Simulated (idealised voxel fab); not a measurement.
process module | voxel self aligned vias
cross-section cut | 245 nm wide | cells 5 nm
A cross-section is a grid of square cells, given in bands from the top down. A band is one or more rows of cells.
Each band's line starts with the height of the band's top and of its bottom, in nm. Then come its materials from left to right, each with its width in nm. One material with "throughout" fills the band from edge to edge. "air" is empty space.
Height 0 is the level under which the wafer as received is all one material. The lowest band goes on downwards, as in "0 down".
A width such as "30 to 40" changes by the same amount from each row of cells to the next, from the band's top row to its bottom row.
"no change" after a step means that no cell of the cross-section changed.
closed voids: empty space of 8 cells or more with no open way to the top, each as width x height at its distance from the left edge, in nm
after a step's settings: what the simulator itself notes on the step
overlay nm, on a step with a mask: how far to the right of its planned place the mask lay; to the left if negative
plan
1 op RECEIVE | material Si
2 op CONFORMAL_DEP | material SiO2 | thk nm 10
3 op CONFORMAL_DEP | material SiCN | thk nm 5
4 op DIRECTIONAL_DEP | material lowk | thk nm 30
5 op MASKED_ETCH | tone open | mask id LINES | width nm 25 | pitch nm 50 | etch materials lowk | depth nm 30 | overlay nm 0
6 op CONFORMAL_DEP | material TiN | thk nm 5
7 op FILL_DEP | material Ru | thk nm 5
8 op CMP | height nm 45
9 op SELECTIVE_ETCH | etch materials W Ru TiN | depth nm 5
10 op FILL_DEP | material SiN | thk nm 10
11 op CMP | height nm 45
12 op DIRECTIONAL_DEP | material lowk | thk nm 20
13 op DIRECTIONAL_DEP | material aC | thk nm 10
14 op PATTERN | tone open | mask id VIAS | material resist | width nm 35 | pitch nm 50 | thk nm 25 | overlay nm 0
15 op DIRECTIONAL_ETCH | etch materials aC | depth nm 10
16 op STRIP | etch materials resist
17 op DIRECTIONAL_ETCH | etch materials lowk | depth nm 20
18 op DIRECTIONAL_ETCH | etch materials SiN | depth nm 5
19 op STRIP | etch materials aC
20 op CONFORMAL_DEP | material TiN | thk nm 5
21 op FILL_DEP | material Ru | thk nm 10
22 op CMP | height nm 65
23 op CONFORMAL_DEP | material SiCN | thk nm 5
as received, after step 1
  0 down: Si throughout
  closed voids: none
first wafer at the end, as planned
  70 to 65: SiCN throughout
  65 to 50: lowk 80 | TiN 5 | Ru 25 | TiN 5 | lowk 15 | TiN 5 | Ru 25 | TiN 5 | lowk 80
  50 to 45: lowk 80 | TiN 10 | Ru 15 | TiN 10 | lowk 15 | TiN 10 | Ru 15 | TiN 10 | lowk 80
  45 to 40: lowk 85 | TiN 25 | lowk 25 | TiN 25 | lowk 85
  40 to 20: lowk 85 | TiN 5 | Ru 15 | TiN 5 | lowk 25 | TiN 5 | Ru 15 | TiN 5 | lowk 85
  20 to 15: lowk 85 | TiN 25 | lowk 25 | TiN 25 | lowk 85
  15 to 10: SiCN throughout
  10 to 0: SiO2 throughout
  0 down: Si throughout
  closed voids: none
second wafer at the end: like start, like plan, one mistake
  70 to 65: SiO2 throughout
  65 to 50: lowk 80 | TiN 5 | Ru 25 | TiN 5 | lowk 15 | TiN 5 | Ru 25 | TiN 5 | lowk 80
  50 to 45: lowk 80 | TiN 10 | Ru 15 | TiN 10 | lowk 15 | TiN 10 | Ru 15 | TiN 10 | lowk 80
  45 to 40: lowk 85 | TiN 25 | lowk 25 | TiN 25 | lowk 85
  40 to 20: lowk 85 | TiN 5 | Ru 15 | TiN 5 | lowk 25 | TiN 5 | Ru 15 | TiN 5 | lowk 85
  20 to 15: lowk 85 | TiN 25 | lowk 25 | TiN 25 | lowk 85
  15 to 10: SiCN throughout
  10 to 0: SiO2 throughout
  0 down: Si throughout
  closed voids: none
what went wrong: step 23 ran as: op CONFORMAL_DEP | material SiO2 | thk nm 5
at the end the second wafer has, in cells: 49 fewer of SiCN | 49 more of SiO2
